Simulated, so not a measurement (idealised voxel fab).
Process module, titled voxel gate over fins
Section cut is 280 nm wide and gridded with 5 nm square cells.
We lay out every cross-section as a grid of square cells and spell it out in bands from the top down, where one band means one or more rows of cells. Band: top and bottom heights (nm) first, top before bottom; then materials from left to right, widths in nm. "full width" marks a sole material filling the band edge to edge. "empty" denotes empty space. Basically, 0 is our baseline, since under it the wafer straight out of the box is all one material. The bottom band has no lower end and keeps on going down, so it looks like "0 -> down". Width spec "30->40" -> top row of cells at first value, bottom row at second value, equal per-row change in between. The designation "no modifications", where it is given for a processing step, indicates that no cell of the cross-section was altered in the course of that step. "Fully enclosed voids" lists enclosed empty spaces (at least 8 cells, no open path upward to the top), each as width x height at distance from the left edge, in nm. Text after the settings on a step's line: the simulator's own remark on that step. Each step line may optionally specify "overlay nm", which for a step with a mask gives the rightward distance between the mask's planned place and where it lay, a negative value indicating the leftward direction.

## Planned process steps
- 1: RECEIVE, material Si
- 2: CONFORMAL_DEP, material SiN, thk nm 10
- 3: MASKED_ETCH, tone cover, mask id FINS, width nm 15, pitch nm 55, etch materials SiN, depth nm 10, overlay nm 0
- 4: MASKED_ETCH, tone cover, mask id FINS, width nm 15, pitch nm 55, etch materials Si, depth nm 40, overlay nm 0
- 5: FILL_DEP, material SiO2, thk nm 15
- 6: CMP, height nm 10
- 7: DIRECTIONAL_DEP, material aC, thk nm 10
- 8: PATTERN, tone open, mask id RAIL, material resist, width nm 15, thk nm 25, overlay nm 0
- 9: DIRECTIONAL_ETCH, etch materials aC, depth nm 10
- 10: STRIP, etch materials resist
- 11: DIRECTIONAL_ETCH, etch materials SiO2, depth nm 45
- 12: STRIP, etch materials aC
- 13: CONFORMAL_DEP, material TiN, thk nm 5
- 14: FILL_DEP, material Ru, thk nm 5
- 15: CMP, height nm 10
- 16: SELECTIVE_ETCH, etch materials W Ru TiN, depth nm 30
- 17: FILL_DEP, material SiO2, thk nm 5
- 18: CMP, height nm 10
- 19: SELECTIVE_ETCH, etch materials SiO2, depth nm 25
- 20: STRIP, etch materials SiN
- 21: CONFORMAL_DEP, material HfO2, thk nm 5
- 22: CONFORMAL_DEP, material TiN, thk nm 5
- 23: CONFORMAL_DEP, material TiAl, thk nm 5
- 24: CONFORMAL_DEP, material TiN, thk nm 5
- 25: FILL_DEP, material W, thk nm 15
- 26: CMP, height nm 30
- 27: CONFORMAL_DEP, material SiN, thk nm 10

## As-received state of the wafer in cross-section, equivalent to post-step 1
	0 -> down: Si full width
	Fully enclosed voids: none

## First of two wafers at the end of the module, shown in cross-section; run carried out as planned
	40 -> 30: SiN full width
	30 -> 20: W full width
	20 -> 15: 30 nm W / 220 nm TiN / 30 nm W
	15 -> 10: 30 nm W / 5 nm TiN / 45 nm TiAl / 10 nm TiN / 45 nm TiAl / 10 nm TiN / 45 nm TiAl / 10 nm TiN / 45 nm TiAl / 5 nm TiN / 30 nm W
	10 -> 5: 30 nm W / 5 nm TiN / 5 nm TiAl / 35 nm TiN / 5 nm TiAl / 10 nm TiN / 5 nm TiAl / 35 nm TiN / 5 nm TiAl / 10 nm TiN / 5 nm TiAl / 35 nm TiN / 5 nm TiAl / 10 nm TiN / 5 nm TiAl / 35 nm TiN / 5 nm TiAl / 5 nm TiN / 30 nm W
	5 -> 0: 35 nm TiN / 5 nm TiAl / 5 nm TiN / 25 nm HfO2 / 5 nm TiN / 5 nm TiAl / 10 nm TiN / 5 nm TiAl / 5 nm TiN / 25 nm HfO2 / 5 nm TiN / 5 nm TiAl / 10 nm TiN / 5 nm TiAl / 5 nm TiN / 25 nm HfO2 / 5 nm TiN / 5 nm TiAl / 10 nm TiN / 5 nm TiAl / 5 nm TiN / 25 nm HfO2 / 5 nm TiN / 5 nm TiAl / 35 nm TiN
	0 -> -5: 40 nm TiAl / 5 nm TiN / 5 nm HfO2 / 15 nm Si / 5 nm HfO2 / 5 nm TiN / 20 nm TiAl / 5 nm TiN / 5 nm HfO2 / 15 nm Si / 5 nm HfO2 / 5 nm TiN / 20 nm TiAl / 5 nm TiN / 5 nm HfO2 / 15 nm Si / 5 nm HfO2 / 5 nm TiN / 20 nm TiAl / 5 nm TiN / 5 nm HfO2 / 15 nm Si / 5 nm HfO2 / 5 nm TiN / 40 nm TiAl
	-5 -> -10: 45 nm TiN / 5 nm HfO2 / 15 nm Si / 5 nm HfO2 / 30 nm TiN / 5 nm HfO2 / 15 nm Si / 5 nm HfO2 / 30 nm TiN / 5 nm HfO2 / 15 nm Si / 5 nm HfO2 / 30 nm TiN / 5 nm HfO2 / 15 nm Si / 5 nm HfO2 / 45 nm TiN
	-10 -> -15: 50 nm HfO2 / 15 nm Si / 40 nm HfO2 / 15 nm Si / 40 nm HfO2 / 15 nm Si / 40 nm HfO2 / 15 nm Si / 50 nm HfO2
	-15 -> -20: 50 nm SiO2 / 15 nm Si / 40 nm SiO2 / 15 nm Si / 40 nm SiO2 / 15 nm Si / 40 nm SiO2 / 15 nm Si / 50 nm SiO2
	-20 -> -30: 50 nm SiO2 / 15 nm Si / 10 nm SiO2 / 5 nm TiN / 5 nm Ru / 5 nm TiN / 15 nm SiO2 / 15 nm Si / 40 nm SiO2 / 15 nm Si / 40 nm SiO2 / 15 nm Si / 50 nm SiO2
	-30 -> -35: 50 nm SiO2 / 15 nm Si / 10 nm SiO2 / 15 nm TiN / 15 nm SiO2 / 15 nm Si / 40 nm SiO2 / 15 nm Si / 40 nm SiO2 / 15 nm Si / 50 nm SiO2
	-35 -> -40: 50 nm SiO2 / 15 nm Si / 40 nm SiO2 / 15 nm Si / 40 nm SiO2 / 15 nm Si / 40 nm SiO2 / 15 nm Si / 50 nm SiO2
	-40 -> down: Si full width
	Fully enclosed voids: none

## Cross-section, wafer two of two, end of module: same start and plan as wafer one, one error in execution
	40 -> 30: SiN full width
	30 -> 20: W full width
	20 -> 15: 30 nm W / 220 nm TiN / 30 nm W
	15 -> 10: 30 nm W / 5 nm TiN / 45 nm TiAl / 10 nm TiN / 45 nm TiAl / 10 nm TiN / 45 nm TiAl / 10 nm TiN / 45 nm TiAl / 5 nm TiN / 30 nm W
	10 -> 5: 30 nm W / 5 nm TiN / 5 nm TiAl / 35 nm TiN / 5 nm TiAl / 10 nm TiN / 5 nm TiAl / 35 nm TiN / 5 nm TiAl / 10 nm TiN / 5 nm TiAl / 35 nm TiN / 5 nm TiAl / 10 nm TiN / 5 nm TiAl / 35 nm TiN / 5 nm TiAl / 5 nm TiN / 30 nm W
	5 -> 0: 35 nm TiN / 5 nm TiAl / 5 nm TiN / 25 nm HfO2 / 5 nm TiN / 5 nm TiAl / 10 nm TiN / 5 nm TiAl / 5 nm TiN / 25 nm HfO2 / 5 nm TiN / 5 nm TiAl / 10 nm TiN / 5 nm TiAl / 5 nm TiN / 25 nm HfO2 / 5 nm TiN / 5 nm TiAl / 10 nm TiN / 5 nm TiAl / 5 nm TiN / 25 nm HfO2 / 5 nm TiN / 5 nm TiAl / 35 nm TiN
	0 -> -5: 40 nm TiAl / 5 nm TiN / 5 nm HfO2 / 15 nm Si / 5 nm HfO2 / 5 nm TiN / 20 nm TiAl / 5 nm TiN / 5 nm HfO2 / 15 nm Si / 5 nm HfO2 / 5 nm TiN / 20 nm TiAl / 5 nm TiN / 5 nm HfO2 / 15 nm Si / 5 nm HfO2 / 5 nm TiN / 20 nm TiAl / 5 nm TiN / 5 nm HfO2 / 15 nm Si / 5 nm HfO2 / 5 nm TiN / 40 nm TiAl
	-5 -> -10: 45 nm TiN / 5 nm HfO2 / 15 nm Si / 5 nm HfO2 / 30 nm TiN / 5 nm HfO2 / 15 nm Si / 5 nm HfO2 / 30 nm TiN / 5 nm HfO2 / 15 nm Si / 5 nm HfO2 / 30 nm TiN / 5 nm HfO2 / 15 nm Si / 5 nm HfO2 / 45 nm TiN
	-10 -> -15: 50 nm HfO2 / 15 nm Si / 40 nm HfO2 / 15 nm Si / 40 nm HfO2 / 15 nm Si / 40 nm HfO2 / 15 nm Si / 50 nm HfO2
	-15 -> -20: 50 nm SiO2 / 15 nm Si / 40 nm SiO2 / 15 nm Si / 40 nm SiO2 / 15 nm Si / 40 nm SiO2 / 15 nm Si / 50 nm SiO2
	-20 -> -30: 45 nm Ru / 5 nm TiN / 15 nm Si / 10 nm TiN / 15 nm SiO2 / 5 nm TiN / 5 nm Ru / 5 nm TiN / 15 nm Si / 5 nm TiN / 30 nm Ru / 5 nm TiN / 15 nm Si / 5 nm TiN / 30 nm Ru / 5 nm TiN / 15 nm Si / 5 nm TiN / 45 nm Ru
	-30 -> -35: 50 nm TiN / 15 nm Si / 10 nm TiN / 15 nm SiO2 / 15 nm TiN / 15 nm Si / 40 nm TiN / 15 nm Si / 40 nm TiN / 15 nm Si / 50 nm TiN
	-35 -> -40: 50 nm SiO2 / 15 nm Si / 40 nm SiO2 / 15 nm Si / 40 nm SiO2 / 15 nm Si / 40 nm SiO2 / 15 nm Si / 50 nm SiO2
	-40 -> down: Si full width
	Fully enclosed voids: none
Finding, execution versus plan: step 8 was processed under conditions differing from the plan, specifically as PATTERN, tone cover, mask id RAIL, material resist, width nm 15, thk nm 25, overlay nm 0
Count the cells at the end and the second wafer has more or fewer of some materials than the first: Ru +60, SiO2 -114, TiN +54
